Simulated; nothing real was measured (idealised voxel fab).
You're looking at the process module voxel local oxidation.
Section shown: cut. Width: 250 nm. Cell size: 5 nm, square.
A cross-section in this document is a grid of square cells, and it is written down as bands, the top band listed before the ones below it; a band is made up of one or more rows of cells. In this notation a band is specified by the heights of its top and bottom, in that order and in nm, after which its materials appear from left to right, each paired with its width in nm. The word "throughout" attached to a single material means that material fills the band from edge to edge; the word "air" stands for empty space. Height 0 is the level under which the wafer as received is all one material. The lowest band goes on downwards, as in "top 0, no bottom". Per-row width for "30->40": begins at first number (top row of band), ends at second number (bottom row), increment between rows held constant. Reading "no change" for a step: not a cell of the cross-section changed in it. In the "closed voids" entry, you get each enclosed empty space of 8 cells or more, one with no open way to the top, written width x height at distance, distance from the left edge, in nm. What comes after the settings on a step's line is commentary from the simulator itself on that step. overlay nm: on a step with a mask, how far right of its planned place the mask lay; negative means left.
Steps planned for the process
1: RECEIVE [material Si]
2: OXIDIZE [depth nm 5]
3: CONFORMAL_DEP [material SiN] [thk nm 15]
4: DIRECTIONAL_DEP [material aC] [thk nm 15]
5: PATTERN [tone cover] [mask id ACTIVE] [material resist] [width nm 95] [thk nm 35] [overlay nm 0]
6: DIRECTIONAL_ETCH [etch materials aC] [depth nm 15]
7: STRIP [etch materials resist]
8: DIRECTIONAL_ETCH [etch materials SiN] [depth nm 15]
9: STRIP [etch materials aC]
10: SELECTIVE_ETCH [etch materials SiO2] [depth nm 5]
11: OXIDIZE [depth nm 10]
12: STRIP [etch materials SiN]
Cross-section of the wafer as it came to us, i.e., already through step 1
top 0, no bottom  Si throughout
closed voids: none
First wafer of two, sectioned at end of module; run went per plan
top 0, bottom -5  air=80 | SiO2=85 | air=85
top -5, bottom -15  SiO2=90 | Si=65 | SiO2=95
top -15, no bottom  Si throughout
closed voids: none
Here's the second of our two wafers sectioned at module end. Same start as the first, same plan, but one mistake got made running it
top 0, bottom -5  air=75 | SiO2=95 | air=80
top -5, bottom -15  SiO2=85 | Si=75 | SiO2=90
top -15, no bottom  Si throughout
closed voids: none
Deviation noted in wafer processing: the process deviated at step 5: the operation and settings actually run there were PATTERN [tone cover] [mask id ACTIVE] [material resist] [width nm 105] [thk nm 35] [overlay nm 0]
Looking at both finished wafers in cells, the second ends up ahead of or behind the first on some materials: Si +4, SiO2 -2
